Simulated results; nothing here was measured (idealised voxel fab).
The document below concerns the process module designated voxel fin reveal.
It is cross-section cut that appears here, measuring 295 nm in width, its square cells being 5 nm in size.
When this document writes out a cross-section, it uses a grid of square cells and lists it as bands, beginning at the top and moving down, with a band standing for one or more rows of cells. Top height, bottom height, nm. Materials left to right, width each, nm. Single material + "everywhere" = fills band edge to edge. "empty" = empty. It should be noted that heights are counted from 0, beneath which the wafer as supplied is of one material throughout, and that the lowest band possesses no lower boundary but continues downward, as written in "0 down". A width such as "30->40" changes by the same amount from each row of cells to the next, from the band's top row to its bottom row. Take "remains unaltered" at face value: in the step it is given for, the cross-section changed in none of its cells. Any empty space of 8 cells or more lacking an open way to the top shows up in "Internal closed voids" as width x height at distance, distance from the left edge, in nm. Text after the settings on a step's line: the simulator's own remark on that step. You can add "overlay nm" to a step's line. For a step with a mask, it describes how far the mask lay to the right of its planned position, and a negative number describes a lay to the left.
List of planned process steps
1: RECEIVE [material Si]
2: CONFORMAL_DEP [material SiN] [thk nm 5]
3: PATTERN [tone cover] [mask id FINS] [material resist] [width nm 15] [pitch nm 40] [thk nm 15] [overlay nm 0]
4: DIRECTIONAL_ETCH [etch materials SiN] [depth nm 5]
5: DIRECTIONAL_ETCH [etch materials Si] [depth nm 40]
6: STRIP [etch materials resist]
7: FILL_DEP [material SiO2] [thk nm 5]
8: CMP [height nm 5]
9: SELECTIVE_ETCH [etch materials SiO2] [depth nm 30]
10: STRIP [etch materials SiN]
11: CONFORMAL_DEP [material SiO2] [thk nm 5]
Step 1 complete: cross-section of the wafer as received
> 0 down = Si everywhere
> Internal closed voids: none
Starting wafer: above. Plan: above. Run: one mistake. Cross-section after the module: below
> 5 to 0 = 70 empty  25 SiO2  15 empty  25 SiO2  15 empty  25 SiO2  15 empty  25 SiO2  80 empty
> 0 to -20 = 70 empty  5 SiO2  15 Si  5 SiO2  15 empty  5 SiO2  15 Si  5 SiO2  15 empty  5 SiO2  15 Si  5 SiO2  15 empty  5 SiO2  15 Si  5 SiO2  80 empty
> -20 to -40 = 75 SiO2  15 Si  25 SiO2  15 Si  25 SiO2  15 Si  25 SiO2  15 Si  85 SiO2
> -40 down = Si everywhere
> Internal closed voids: none
Finding, execution versus plan: rather than as planned, step 3 actually ran as PATTERN [tone cover] [mask id FINS] [material resist] [width nm 15] [pitch nm 40] [thk nm 15] [overlay nm -5]
